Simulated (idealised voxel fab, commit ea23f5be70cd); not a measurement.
Proc. module: voxel ribs on slabs
Pictured: cross-section cut, 270 nm wide, on a grid of 5 nm square cells.
Heads up, the way a cross-section reads in here is a grid of square cells, handed over as bands from the top down, with every band being one or more rows of cells. Each band's line starts with the height of the band's top and of its bottom, in nm. Then come its materials from left to right, each with its width in nm. One material with "everywhere" fills the band from edge to edge. "blank" is empty space. Heads up on the height convention: 0 is the point under which the incoming wafer is all one material, and the lowest band has no bottom, it just keeps going down, like "0..down". When a width is written as two numbers, as in "30->40", the first number is the width in the top row of cells of the band and the second is the width in its bottom row, and the width changes by the same amount from each row to the next. For the purposes of this document, the phrase "no modification" attached to a step denotes that no cell within the cross-section was modified by that step. Heads up: "Catalogued sealed voids" only lists the empty pockets with no open path to the top that are 8 cells or more, and it writes them as width x height at distance, distance from the left edge, in nm. The remark found on a step's line after its settings is issued by the simulator itself and pertains to that step. Among the settings permitted on a step's line is "overlay nm"; applied to a step with a mask, it specifies the extent to which the mask lay to the right of its planned position, whereas a negative figure signifies a position to the left.
SET OUT BELOW ARE THE PLANNED STEPS OF THE PROCESS
- 1: RECEIVE,material Si
- 2: DIRECTIONAL_DEP,material SiO2,thk nm 20
- 3: DIRECTIONAL_DEP,material polySi,thk nm 20
- 4: DIRECTIONAL_DEP,material aC,thk nm 10
- 5: PATTERN,tone cover,mask id RIB,material resist,width nm 20,thk nm 30,overlay nm 0
- 6: DIRECTIONAL_ETCH,etch materials aC,depth nm 10
- 7: STRIP,etch materials resist
- 8: DIRECTIONAL_ETCH,etch materials polySi,depth nm 15
- 9: STRIP,etch materials aC
- 10: PATTERN,tone cover,mask id SLAB,material resist,width nm 60,thk nm 15,overlay nm 0
- 11: DIRECTIONAL_ETCH,etch materials polySi,depth nm 5
- 12: STRIP,etch materials resist
- 13: FILL_DEP,material SiO2,thk nm 25
- 14: CMP,height nm 55
- 15: DIRECTIONAL_DEP,material W,thk nm 5
- 16: PATTERN,tone cover,mask id HEATER,material resist,width nm 30,thk nm 20,overlay nm 0
- 17: DIRECTIONAL_ETCH,etch materials W,depth nm 5
- 18: STRIP,etch materials resist
- 19: CONFORMAL_DEP,material SiN,thk nm 5
CROSS-SECTION, INCOMING MATERIAL, AFTER STEP 1
0..down | Si everywhere
Catalogued sealed voids: none
THE MODULE WAS RUN FROM THE START SHOWN ABOVE USING THE PLAN SHOWN ABOVE, BUT ONE MISTAKE WAS MADE DOING IT; THE RESULTING WAFER CROSS-SECTION IS BELOW
65..60 | 115 of blank  40 of SiN  115 of blank
60..55 | 120 of SiN  30 of W  120 of SiN
55..40 | SiO2 everywhere
40..35 | 105 of SiO2  20 of polySi  20 of SiO2  20 of polySi  105 of SiO2
35..25 | 125 of polySi  20 of SiO2  125 of polySi
25..20 | polySi everywhere
20..0 | SiO2 everywhere
0..down | Si everywhere
Catalogued sealed voids: none
The plan and the run diverged here: step 5, actual vs plan mismatch, actual run PATTERN,tone open,mask id RIB,material resist,width nm 20,thk nm 30,overlay nm 0
